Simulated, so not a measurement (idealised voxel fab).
Presented below is a process module, voxel released beams.
The cross-section shown here is cut; it is 185 nm wide and divided into square cells measuring 5 nm on a side.
Just so we're on the same page, the cross-sections are grids of square cells, and they're listed out in bands top to bottom, each band one or more rows deep.
Band entry format. Leading values: height of top, height of bottom, nm. Remainder: materials in left-to-right order, each with its width in nm. Special words: "throughout" on a single material, which then fills the band edge to edge; "air", empty space.
All heights in this document are referenced to 0, defined as the level beneath which the wafer, as received, consists entirely of one material. The lowest band is not bounded below; it extends indefinitely downward and is written in the form "0 nm and below".
A width given as "30->40" starts at the first number in the band's top row and ends at the second number in its bottom row, shifting by an equal amount at every step from row to row.
Any step labelled "nothing altered" changed none of the cells in the cross-section.
Basically, "Unvented internal voids" tells you about the enclosed voids: empty spaces with no open way to the top, 8 cells or bigger, each written width x height at distance, where distance is from the left edge, all in nm.
If you see something after the settings on a step's line, that's the simulator's own remark about that step.
overlay nm: mask offset rightward from planned place, masked step; negative means leftward offset.

Below is the list of planned process steps:
| 1 | RECEIVE,material Si |
| 2 | CONFORMAL_DEP,material Al2O3,thk nm 5 |
| 3 | DIRECTIONAL_DEP,material SiO2,thk nm 20 |
| 4 | MASKED_ETCH,tone open,mask id ANCHOR,width nm 25,etch materials SiO2,depth nm 20,overlay nm 0 |
| 5 | CONFORMAL_DEP,material SiN,thk nm 10 |
| 6 | DIRECTIONAL_DEP,material aC,thk nm 15 |
| 7 | PATTERN,tone cover,mask id BEAM,material resist,width nm 110,thk nm 35,overlay nm 0 |
| 8 | DIRECTIONAL_ETCH,etch materials aC,depth nm 15 |
| 9 | STRIP,etch materials resist |
| 10 | DIRECTIONAL_ETCH,etch materials SiN,depth nm 10 |
| 11 | STRIP,etch materials aC |
| 12 | STRIP,etch materials SiO2 |

Shown in cross-section is the wafer as received, that is, as it stands after step 1:
  0 nm and below: Si throughout
  Unvented internal voids: none

Cross-section: first of two wafers, module finished, run according to plan:
  35 nm to 25 nm: 35 air, then 15 SiN, then 5 air, then 90 SiN, then 40 air
  25 nm to 15 nm: 40 air, then 10 SiN, then 5 air, then 10 SiN, then 120 air
  15 nm to 5 nm: 40 air, then 25 SiN, then 120 air
  5 nm to 0 nm: Al2O3 throughout
  0 nm and below: Si throughout
  Unvented internal voids: none

Cross-sectional view: second of two wafers, end of module; start and plan identical to the first, one mistake in running:
  30 nm to 25 nm: 35 air, then 10 SiN, then 15 air, then 85 SiN, then 40 air
  25 nm to 10 nm: 40 air, then 5 SiN, then 15 air, then 5 SiN, then 120 air
  10 nm to 5 nm: 40 air, then 25 SiN, then 120 air
  5 nm to 0 nm: Al2O3 throughout
  0 nm and below: Si throughout
  Unvented internal voids: none
Misprocessing identified: step 5 off recipe, ran as CONFORMAL_DEP,material SiN,thk nm 5
Cell-count delta at end, second wafer over first, by material: SiN -30
